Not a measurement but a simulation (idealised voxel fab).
Process module name: voxel self aligned contacts
Square cells of 5 nm make up the cross-section cut, whose width is 215 nm.
Cross-section layout: square cells on a grid; listed as bands, top to bottom; a band spans one or more cell rows. This entry defines a band. It first specifies the height of the band's top and the height of its bottom in nm, and then specifies the band's materials from left to right, stating each material with its width in nm. The word "all across" identifies a single material that fills the band from edge to edge, while the word "blank" identifies empty space. Convention: height 0 is the level below which the wafer, as received, is all one material. The lowest band does not terminate at the bottom but continues downward, represented as "0 and below". Graded width ("30..40"): value in top row of band = first number; value in bottom row = second number; row-to-row change constant. "nothing got changed" -> step changed no cross-section cell. Basically, "Entrapped void list" tells you about the enclosed voids: empty spaces with no open way to the top, 8 cells or bigger, each written width x height at distance, where distance is from the left edge, all in nm. after a step's settings: what the simulator itself notes on the step. "overlay nm" on a masked step: distance the mask lay right of its planned place, negative for left. The remainder of this document consists of a sequence of paired cross-sections. Each pair presents the cross-section prior to one process step together with the cross-section following it, the latter being rendered only as deep as the lowest band that underwent change. The intervening step, together with its settings, is stated beneath each pair. Because the pairs may originate from different runs of this module on the same starting wafer, a given pair is to be read as continuing from the preceding pair only where its entry headed "Prior to processing" so indicates.
### Prior to processing
  45 down to 40: SiO2 all across
  40 down to 25: 40 of SiO2  45 of SiN  20 of SiO2  45 of SiN  65 of SiO2
  25 down to 0: 40 of SiO2  5 of SiN  35 of polySi  5 of SiN  20 of SiO2  5 of SiN  35 of polySi  5 of SiN  65 of SiO2
  0 down to -5: SiO2 all across
  -5 and below: Si all across
  Entrapped void list: none
### Post-Step Appearance
  45 down to 40: 85 of SiO2  40 of blank  90 of SiO2
  40 down to 25: 40 of SiO2  45 of SiN  20 of blank  45 of SiN  65 of SiO2
  25 down to 0: 40 of SiO2  5 of SiN  35 of polySi  5 of SiN  20 of blank  5 of SiN  35 of polySi  5 of SiN  65 of SiO2
  0 down to -5: 85 of SiO2  20 of blank  110 of SiO2
  Under -5: no change, same as before.
  Entrapped void list: none
Looking at the two cross-sections above, the step in the middle is MASKED_ETCH: tone open, mask id CONTACT, width nm 40, etch materials SiO2, depth nm 50, overlay nm 0
Prior to processing: after-state, pair directly above.
### Post-Step Appearance
  50 down to 45: 90 of TiN  30 of blank  95 of TiN
  45 down to 40: 85 of SiO2  5 of TiN  10 of blank  25 of TiN  90 of SiO2
  40 down to 25: 40 of SiO2  45 of SiN  5 of TiN  10 of blank  5 of TiN  45 of SiN  65 of SiO2
  25 down to 0: 40 of SiO2  5 of SiN  35 of polySi  5 of SiN  5 of TiN  10 of blank  5 of TiN  5 of SiN  35 of polySi  5 of SiN  65 of SiO2
  0 down to -5: 85 of SiO2  20 of TiN  110 of SiO2
  Under -5: no change, same as before.
  Entrapped void list: none
Looking at the two cross-sections above, the step in the middle is CONFORMAL_DEP: material TiN, thk nm 5
Prior to processing: after-state, pair directly above.
### Post-Step Appearance
  60 down to 50: Ru all across
  50 down to 45: 90 of TiN  30 of Ru  95 of TiN
  45 down to 40: 85 of SiO2  5 of TiN  10 of Ru  25 of TiN  90 of SiO2
  40 down to 25: 40 of SiO2  45 of SiN  5 of TiN  10 of Ru  5 of TiN  45 of SiN  65 of SiO2
  25 down to 0: 40 of SiO2  5 of SiN  35 of polySi  5 of SiN  5 of TiN  10 of Ru  5 of TiN  5 of SiN  35 of polySi  5 of SiN  65 of SiO2
  Under 0: no change, same as before.
  Entrapped void list: none
Looking at the two cross-sections above, the step in the middle is FILL_DEP: material Ru, thk nm 10
Prior to processing: after-state, pair directly above.
### Post-Step Appearance
  45 down to 40: 85 of SiO2  5 of TiN  10 of Ru  25 of TiN  90 of SiO2
  Under 40: no change, same as before.
  Entrapped void list: none
Looking at the two cross-sections above, the step in the middle is CMP: height nm 45
Prior to processing: after-state, pair directly above.
### Post-Step Appearance
  50 down to 45: SiCN all across
  Under 45: no change, same as before.
  Entrapped void list: none
Looking at the two cross-sections above, the step in the middle is CONFORMAL_DEP: material SiCN, thk nm 5
### Prior to processing
  40 down to 25: 50 of blank  45 of SiN  20 of blank  45 of SiN  55 of blank
  25 down to 0: 50 of blank  5 of SiN  35 of polySi  5 of SiN  20 of blank  5 of SiN  35 of polySi  5 of SiN  55 of blank
  0 down to -5: SiO2 all across
  -5 and below: Si all across
  Entrapped void list: none
### Post-Step Appearance
  55 down to 40: polySi all across
  40 down to 25: 50 of polySi  45 of SiN  20 of polySi  45 of SiN  55 of polySi
  25 down to 0: 50 of polySi  5 of SiN  35 of polySi  5 of SiN  20 of polySi  5 of SiN  35 of polySi  5 of SiN  55 of polySi
  Under 0: no change, same as before.
  Entrapped void list: none
Looking at the two cross-sections above, the step in the middle is FILL_DEP: material polySi, thk nm 15
Prior to processing: after-state, pair directly above.
### Post-Step Appearance
  45 down to 40: polySi all across
  Under 40: no change, same as before.
  Entrapped void list: none
Looking at the two cross-sections above, the step in the middle is CMP: height nm 45
Prior to processing: after-state, pair directly above.
### Post-Step Appearance
  50 down to 45: TiN all across
  Under 45: no change, same as before.
  Entrapped void list: none
Looking at the two cross-sections above, the step in the middle is CONFORMAL_DEP: material TiN, thk nm 5
Prior to processing: after-state, pair directly above.
### Post-Step Appearance
  60 down to 50: Ru all across
  Under 50: no change, same as before.
  Entrapped void list: none
Looking at the two cross-sections above, the step in the middle is FILL_DEP: material Ru, thk nm 10
Prior to processing: after-state, pair directly above.
### Post-Step Appearance
  45 down to 40: polySi all across
  Under 40: no change, same as before.
  Entrapped void list: none
Looking at the two cross-sections above, the step in the middle is CMP: height nm 45
Prior to processing: after-state, pair directly above.
### Post-Step Appearance
  50 down to 45: SiCN all across
  Under 45: no change, same as before.
  Entrapped void list: none
Looking at the two cross-sections above, the step in the middle is CONFORMAL_DEP: material SiCN, thk nm 5
### Prior to processing
  40 down to 25: SiN all across
  25 down to 0: polySi all across
  0 down to -5: SiO2 all across
  -5 and below: Si all across
  Entrapped void list: none
### Post-Step Appearance
  60 down to 40: 55 of resist  35 of blank  30 of resist  35 of blank  60 of resist
  Under 40: no change, same as before.
  Entrapped void list: none
Looking at the two cross-sections above, the step in the middle is PATTERN: tone open, mask id GATE, material resist, width nm 35, pitch nm 65, thk nm 20, overlay nm 0
Prior to processing: after-state, pair directly above.
### Post-Step Appearance
  60 down to 40: 55 of resist  35 of blank  30 of resist  35 of blank  60 of resist
  40 down to 25: 55 of SiN  35 of blank  30 of SiN  35 of blank  60 of SiN
  Under 25: no change, same as before.
  Entrapped void list: none
Looking at the two cross-sections above, the step in the middle is DIRECTIONAL_ETCH: etch materials SiN, depth nm 15
Prior to processing: after-state, pair directly above.
### Post-Step Appearance
  60 down to 40: 55 of resist  35 of blank  30 of resist  35 of blank  60 of resist
  40 down to 25: 55 of SiN  35 of blank  30 of SiN  35 of blank  60 of SiN
  25 down to 0: 55 of polySi  35 of blank  30 of polySi  35 of blank  60 of polySi
  Under 0: no change, same as before.
  Entrapped void list: none
Looking at the two cross-sections above, the step in the middle is DIRECTIONAL_ETCH: etch materials polySi, depth nm 25
Prior to processing: after-state, pair directly above.
### Post-Step Appearance
  40 down to 25: 55 of SiN  35 of blank  30 of SiN  35 of blank  60 of SiN
  Under 25: no change, same as before.
  Entrapped void list: none
Looking at the two cross-sections above, the step in the middle is STRIP: etch materials resist
Prior to processing: after-state, pair directly above.
### Post-Step Appearance
  45 down to 25: 60 of SiN  25 of blank  40 of SiN  25 of blank  65 of SiN
  25 down to 5: 55 of polySi  5 of SiN  25 of blank  5 of SiN  30 of polySi  5 of SiN  25 of blank  5 of SiN  60 of polySi
  5 down to 0: 55 of polySi  35 of SiN  30 of polySi  35 of SiN  60 of polySi
  Under 0: no change, same as before.
  Entrapped void list: none
Looking at the two cross-sections above, the step in the middle is CONFORMAL_DEP: material SiN, thk nm 5
Prior to processing: after-state, pair directly above.
### Post-Step Appearance
  40 down to 25: 60 of SiN  25 of blank  40 of SiN  25 of blank  65 of SiN
  25 down to 0: 55 of polySi  5 of SiN  25 of blank  5 of SiN  30 of polySi  5 of SiN  25 of blank  5 of SiN  60 of polySi
  Under 0: no change, same as before.
  Entrapped void list: none
Looking at the two cross-sections above, the step in the middle is DIRECTIONAL_ETCH: etch materials SiN, depth nm 5
Prior to processing: after-state, pair directly above.
### Post-Step Appearance
  55 down to 40: SiO2 all across
  40 down to 25: 60 of SiN  25 of SiO2  40 of SiN  25 of SiO2  65 of SiN
  25 down to 0: 55 of polySi  5 of SiN  25 of SiO2  5 of SiN  30 of polySi  5 of SiN  25 of SiO2  5 of SiN  60 of polySi
  Under 0: no change, same as before.
  Entrapped void list: none
Looking at the two cross-sections above, the step in the middle is FILL_DEP: material SiO2, thk nm 15
Prior to processing: after-state, pair directly above.
### Post-Step Appearance
  45 down to 40: SiO2 all across
  Under 40: no change, same as before.
  Entrapped void list: none
Looking at the two cross-sections above, the step in the middle is CMP: height nm 45
Prior to processing: after-state, pair directly above.
### Post-Step Appearance
  45 down to 40: 85 of SiO2  40 of blank  90 of SiO2
  Under 40: no change, same as before.
  Entrapped void list: none
Looking at the two cross-sections above, the step in the middle is MASKED_ETCH: tone open, mask id CONTACT, width nm 40, etch materials SiO2, depth nm 50, overlay nm 0
Prior to processing: after-state, pair directly above.
### Post-Step Appearance
  50 down to 45: 90 of TiN  30 of blank  95 of TiN
  45 down to 40: 85 of SiO2  40 of TiN  90 of SiO2
  Under 40: no change, same as before.
  Entrapped void list: none
Looking at the two cross-sections above, the step in the middle is CONFORMAL_DEP: material TiN, thk nm 5
Prior to processing: after-state, pair directly above.
### Post-Step Appearance
  60 down to 50: Ru all across
  50 down to 45: 90 of TiN  30 of Ru  95 of TiN
  Under 45: no change, same as before.
  Entrapped void list: none
Looking at the two cross-sections above, the step in the middle is FILL_DEP: material Ru, thk nm 10
Prior to processing: after-state, pair directly above.
### Post-Step Appearance
  45 down to 40: 85 of SiO2  40 of TiN  90 of SiO2
  Under 40: no change, same as before.
  Entrapped void list: none
Looking at the two cross-sections above, the step in the middle is CMP: height nm 45
Prior to processing: after-state, pair directly above.
### Post-Step Appearance
  50 down to 45: SiCN all across
  Under 45: no change, same as before.
  Entrapped void list: none
Looking at the two cross-sections above, the step in the middle is CONFORMAL_DEP: material SiCN, thk nm 5
